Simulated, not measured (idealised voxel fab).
Process module, titled voxel fin reveal
FYI the section here is cut, 160 nm wide, cells are 5 nm squares.
Cross-section spec: square-cell grid; bands listed top down; each band is one or more rows.
Each band's line starts with the height of the band's top and of its bottom, in nm. Then come its materials from left to right, each with its width in nm. One material with "throughout" fills the band from edge to edge. "blank" is empty space.
Beneath 0, the wafer as received is one material, and that level is where height counting begins. The lowest band goes on downward without a bottom; it is written like "0 and below".
Per-row width for "30..40": begins at first number (top row of band), ends at second number (bottom row), increment between rows held constant.
"remained the same" after a step means that no cell of the cross-section changed.
If an empty space has no open way to the top and is at least 8 cells in size, "Unvented voids" lists it, written width x height at distance, where distance is measured from the left edge and every value is in nm.
Past the settings on a step's line: simulator remark, on that step.
overlay nm, on a step with a mask: how far to the right of its planned place the mask lay; to the left if negative

# These are the steps we planned for the process
- 1: RECEIVE: material Si
- 2: CONFORMAL_DEP: material SiN, thk nm 5
- 3: DIRECTIONAL_DEP: material aC, thk nm 15
- 4: PATTERN: tone cover, mask id FINS, material resist, width nm 15, pitch nm 35, thk nm 35, overlay nm 0
- 5: DIRECTIONAL_ETCH: etch materials aC, depth nm 15
- 6: STRIP: etch materials resist
- 7: DIRECTIONAL_ETCH: etch materials SiN, depth nm 5
- 8: DIRECTIONAL_ETCH: etch materials Si, depth nm 30
- 9: STRIP: etch materials aC
- 10: OXIDIZE: depth nm 5
- 11: FILL_DEP: material SiO2, thk nm 10
- 12: CMP: height nm 5
- 13: SELECTIVE_ETCH: etch materials SiO2, depth nm 15
- 14: STRIP: etch materials SiN
- 15: CONFORMAL_DEP: material SiO2, thk nm 5

# Step 1 complete: cross-section of the wafer as received
  0 and below  Si throughout
  Unvented voids: none

# Cross-section at module end, one run error; start and plan unchanged from above
  15 down to 5  blank 10 | SiO2 140 | blank 10
  5 down to 0  SiO2 throughout
  0 down to -35  SiO2 25 | Si 5 | SiO2 30 | Si 5 | SiO2 30 | Si 5 | SiO2 30 | Si 5 | SiO2 25
  -35 and below  Si throughout
  Unvented voids: none
Deviation noted in wafer processing: for step 15, the planned setting was not used; the step was instead run as CONFORMAL_DEP: material SiO2, thk nm 15
